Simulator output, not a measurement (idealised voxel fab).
Title: Process Module voxel wiring stack
Section shown: cut. Width: 250 nm. Cell size: 5 nm, square.
We lay out every cross-section as a grid of square cells and spell it out in bands from the top down, where one band means one or more rows of cells.
The entry gives the band's vertical extent as a top height and a bottom height in nm, then its horizontal make-up as materials from left to right, each with a width in nm. "air" stands for empty space; a single material marked "all across" fills the band edge to edge.
Heights are measured from 0, the level below which the as-received wafer is all one material; the lowest band has no bottom and continues downward, written as in "0 and below".
The expression "30 to 40" gives the width at the extremes of the band, the first number at its top row of cells and the second at its bottom row, with the width changing by equal amounts from each row to the next in between.
Step note "remained unchanged" = no cross-section cell changed.
So "Voids lacking openings" is basically the list of trapped voids: any empty space of 8 cells or more that can't reach the top through an opening. They're written width x height at distance, the distance being from the left edge, and it's all nm.
Text after the settings on a step's line: the simulator's own remark on that step.
Each step line may optionally specify "overlay nm", which for a step with a mask gives the rightward distance between the mask's planned place and where it lay, a negative value indicating the leftward direction.
### Steps in the process plan
1,RECEIVE, material Si
2,CONFORMAL_DEP, material SiO2, thk nm 10
3,CONFORMAL_DEP, material SiN, thk nm 5
4,DIRECTIONAL_DEP, material lowk, thk nm 15
5,PATTERN, tone open, mask id METAL_1, material resist, width nm 20, pitch nm 35, thk nm 20, overlay nm 0
6,DIRECTIONAL_ETCH, etch materials lowk, depth nm 15
7,DIRECTIONAL_ETCH, etch materials SiN, depth nm 5
8,STRIP, etch materials resist
9,CONFORMAL_DEP, material TiN, thk nm 5
10,FILL_DEP, material Ru, thk nm 10
11,CMP, height nm 30
12,EPI, material Ru, thk nm 5
13,FILL_DEP, material SiCN, thk nm 5
14,DIRECTIONAL_DEP, material lowk, thk nm 10
15,DIRECTIONAL_DEP, material aC, thk nm 15
16,PATTERN, tone open, mask id PLUG_1, material resist, width nm 15, pitch nm 70, thk nm 30, overlay nm 0
17,DIRECTIONAL_ETCH, etch materials aC, depth nm 15
18,STRIP, etch materials resist
19,DIRECTIONAL_ETCH, etch materials lowk, depth nm 10
20,DIRECTIONAL_ETCH, etch materials SiCN, depth nm 5
21,STRIP, etch materials aC
22,EPI, material Ru, thk nm 10
23,EPI, material Ru, thk nm 5
24,DIRECTIONAL_DEP, material TiN, thk nm 5
25,DIRECTIONAL_DEP, material W, thk nm 15
26,MASKED_ETCH, tone cover, mask id METAL_2, width nm 20, pitch nm 35, etch materials W, depth nm 15, overlay nm 0
27,MASKED_ETCH, tone cover, mask id METAL_2, width nm 20, pitch nm 35, etch materials TiN, depth nm 5, overlay nm 0
28,CONFORMAL_DEP, material SiCN, thk nm 5
29,FILL_DEP, material lowk, thk nm 10
30,CMP, height nm 70
31,CONFORMAL_DEP, material SiCN, thk nm 5
32,DIRECTIONAL_DEP, material lowk, thk nm 15
33,PATTERN, tone open, mask id PLUG_2, material resist, width nm 15, pitch nm 35, thk nm 20, overlay nm 0
34,DIRECTIONAL_ETCH, etch materials lowk, depth nm 15
35,DIRECTIONAL_ETCH, etch materials SiCN, depth nm 5
36,STRIP, etch materials resist
37,CONFORMAL_DEP, material TiN, thk nm 5
38,FILL_DEP, material Ru, thk nm 10
39,CMP, height nm 90
40,DIRECTIONAL_DEP, material TiN, thk nm 5
41,DIRECTIONAL_DEP, material W, thk nm 25
42,PATTERN, tone cover, mask id METAL_3, material resist, width nm 20, pitch nm 35, thk nm 20, overlay nm 0
43,DIRECTIONAL_ETCH, etch materials W, depth nm 25
44,DIRECTIONAL_ETCH, etch materials TiN, depth nm 5
45,STRIP, etch materials resist
46,FILL_DEP, material SiO2, thk nm 10
47,CMP, height nm 120
48,CONFORMAL_DEP, material SiCN, thk nm 5
### Wafer at receipt (post step 1), cross-section
- 0 and below  Si all across
- Voids lacking openings: none
### Wafer cross-section at module end: first of two, run to plan
- 125 down to 120  SiCN all across
- 120 down to 95  SiO2 (60); W (20); SiO2 (15); W (20); SiO2 (15); W (20); SiO2 (15); W (20); SiO2 (65)
- 95 down to 90  SiO2 (60); TiN (20); SiO2 (15); TiN (20); SiO2 (15); TiN (20); SiO2 (15); TiN (20); SiO2 (65)
- 90 down to 75  lowk (60); TiN (5); Ru (5); TiN (5); lowk (20); TiN (5); Ru (5); TiN (5); lowk (20); TiN (5); Ru (5); TiN (5); lowk (20); TiN (5); Ru (5); TiN (5); lowk (70)
- 75 down to 70  SiCN (60); TiN (15); SiCN (20); TiN (15); SiCN (20); TiN (15); SiCN (20); TiN (15); SiCN (70)
- 70 down to 55  lowk (55); SiCN (5); W (20); SiCN (5); lowk (5); SiCN (5); W (20); SiCN (5); lowk (5); SiCN (5); W (20); SiCN (5); lowk (5); SiCN (5); W (20); SiCN (5); lowk (60)
- 55 down to 50  SiCN (60); TiN (20); SiCN (15); TiN (20); SiCN (15); TiN (20); SiCN (15); TiN (20); SiCN (65)
- 50 down to 40  lowk (60); Ru (15); lowk (55); Ru (15); lowk (105)
- 40 down to 35  SiCN (60); Ru (15); SiCN (55); Ru (15); SiCN (105)
- 35 down to 30  SiCN (55); Ru (30); SiCN (5); Ru (30); SiCN (5); Ru (30); SiCN (5); Ru (30); SiCN (60)
- 30 down to 15  lowk (60); TiN (5); Ru (10); TiN (5); lowk (15); TiN (5); Ru (10); TiN (5); lowk (15); TiN (5); Ru (10); TiN (5); lowk (15); TiN (5); Ru (10); TiN (5); lowk (65)
- 15 down to 10  SiN (60); TiN (20); SiN (15); TiN (20); SiN (15); TiN (20); SiN (15); TiN (20); SiN (65)
- 10 down to 0  SiO2 all across
- 0 and below  Si all across
- Voids lacking openings: none
### The second wafer, shown in cross-section after the module: started the same way as the first and given the same plan, yet one mistake crept into how it was run
- 125 down to 120  SiCN all across
- 120 down to 95  SiO2 (60); W (20); SiO2 (15); W (20); SiO2 (15); W (20); SiO2 (15); W (20); SiO2 (65)
- 95 down to 90  SiO2 (60); TiN (20); SiO2 (15); TiN (20); SiO2 (15); TiN (20); SiO2 (15); TiN (20); SiO2 (65)
- 90 down to 75  lowk (60); TiN (5); Ru (5); TiN (5); lowk (20); TiN (5); Ru (5); TiN (5); lowk (20); TiN (5); Ru (5); TiN (5); lowk (20); TiN (5); Ru (5); TiN (5); lowk (70)
- 75 down to 70  SiCN (60); TiN (15); SiCN (20); TiN (15); SiCN (20); TiN (15); SiCN (20); TiN (15); SiCN (70)
- 70 down to 55  lowk (55); SiCN (5); W (20); SiCN (5); lowk (5); SiCN (5); W (20); SiCN (5); lowk (5); SiCN (5); W (20); SiCN (5); lowk (5); SiCN (5); W (20); SiCN (5); lowk (60)
- 55 down to 50  SiCN (60); TiN (20); SiCN (15); TiN (20); SiCN (15); TiN (20); SiCN (15); TiN (20); SiCN (65)
- 50 down to 40  lowk (60); Ru (15); lowk (55); Ru (15); lowk (105)
- 40 down to 35  SiCN (60); Ru (15); SiCN (55); Ru (15); SiCN (105)
- 35 down to 30  SiCN (60); Ru (25); SiCN (10); Ru (25); SiCN (10); Ru (25); SiCN (10); Ru (25); SiCN (60)
- 30 down to 15  lowk (65); TiN (5); Ru (5); TiN (5); lowk (20); TiN (5); Ru (5); TiN (5); lowk (20); TiN (5); Ru (5); TiN (5); lowk (20); TiN (5); Ru (5); TiN (5); lowk (65)
- 15 down to 10  SiN (65); TiN (15); SiN (20); TiN (15); SiN (20); TiN (15); SiN (20); TiN (15); SiN (65)
- 10 down to 0  SiO2 all across
- 0 and below  Si all across
- Voids lacking openings: none
Finding, execution versus plan: rather than as planned, step 5 actually ran as PATTERN, tone open, mask id METAL_1, material resist, width nm 15, pitch nm 35, thk nm 20, overlay nm 0
Final difference in cells, second wafer against first, listed per material as more or fewer: Ru -16 | SiCN +4 | SiN +4 | TiN -4 | lowk +12
